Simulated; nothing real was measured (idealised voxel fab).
Process module under the name voxel ribs on slabs
It is cross-section cut that appears here, measuring 145 nm in width, its square cells being 5 nm in size.
Reading order for cross-sections: top band down to bottom band. Underlying form: a grid of square cells. Band size: one or more rows of cells. First you get the band's top height and its bottom height, in nm, and then the materials it's made of, left to right, with each width in nm. If you see a single material with "everywhere", that one covers the band edge to edge. "empty" is empty space. Height 0 is the level under which the wafer as received is all one material. The lowest band goes on downwards, as in "0..down". You'd read "30->40" like this: the band's top row of cells is as wide as the first number, its bottom row is as wide as the second, and going down, every row changes width by the same amount as the row before did. "remained unchanged" -> step changed no cross-section cell. Empty spaces counting at least 8 cells and having no open way to the top are listed in "Sealed void listing". The notation width x height at distance is used for each, the distance being from the left edge and all three values in nm. Where a step's line continues beyond its settings, the continuation is a remark by the simulator itself on that step. overlay nm, on a step with a mask: how far to the right of its planned place the mask lay; to the left if negative.

## Intended process steps
1: RECEIVE | material Si
2: DIRECTIONAL_DEP | material SiO2 | thk nm 25
3: DIRECTIONAL_DEP | material polySi | thk nm 20
4: DIRECTIONAL_DEP | material aC | thk nm 15
5: PATTERN | tone cover | mask id RIB | material resist | width nm 30 | thk nm 30 | overlay nm 0
6: DIRECTIONAL_ETCH | etch materials aC | depth nm 15
7: STRIP | etch materials resist
8: DIRECTIONAL_ETCH | etch materials polySi | depth nm 10
9: STRIP | etch materials aC
10: DIRECTIONAL_DEP | material aC | thk nm 10
11: PATTERN | tone cover | mask id SLAB | material resist | width nm 80 | thk nm 25 | overlay nm 0
12: DIRECTIONAL_ETCH | etch materials aC | depth nm 10
13: STRIP | etch materials resist
14: DIRECTIONAL_ETCH | etch materials polySi | depth nm 10
15: STRIP | etch materials aC
16: FILL_DEP | material SiO2 | thk nm 20
17: CMP | height nm 55
18: DIRECTIONAL_DEP | material W | thk nm 5
19: DIRECTIONAL_DEP | material aC | thk nm 15
20: PATTERN | tone cover | mask id HEATER | material resist | width nm 40 | thk nm 30 | overlay nm 0
21: DIRECTIONAL_ETCH | etch materials aC | depth nm 15
22: STRIP | etch materials resist
23: DIRECTIONAL_ETCH | etch materials W | depth nm 5
24: STRIP | etch materials aC
25: CONFORMAL_DEP | material SiO2 | thk nm 10

## as received, after step 1
0..down  Si everywhere
Sealed void listing: none

## End-of-module XS, first of two wafers, run as planned
70..65  40 nm empty / 60 nm SiO2 / 45 nm empty
65..60  SiO2 everywhere
60..55  50 nm SiO2 / 40 nm W / 55 nm SiO2
55..45  SiO2 everywhere
45..35  55 nm SiO2 / 30 nm polySi / 60 nm SiO2
35..25  30 nm SiO2 / 80 nm polySi / 35 nm SiO2
25..0  SiO2 everywhere
0..down  Si everywhere
Sealed void listing: none

## Presented here is a cross-section of the second of the two wafers as it stood at the end of the module. It was started in the same manner and assigned the same plan as the first wafer; however, one mistake was made in its execution
70..65  60 nm SiO2 / 20 nm empty / 65 nm SiO2
65..60  SiO2 everywhere
60..55  50 nm W / 40 nm SiO2 / 55 nm W
55..45  SiO2 everywhere
45..35  55 nm SiO2 / 30 nm polySi / 60 nm SiO2
35..25  30 nm SiO2 / 80 nm polySi / 35 nm SiO2
25..0  SiO2 everywhere
0..down  Si everywhere
Sealed void listing: none
What broke from the plan during processing? it should be noted that step 20 was executed with settings other than those planned, the operation and settings actually applied being PATTERN | tone open | mask id HEATER | material resist | width nm 40 | thk nm 30 | overlay nm 0
FYI, end of process, the second wafer has more or fewer cells of some materials than the first: 13 more of W
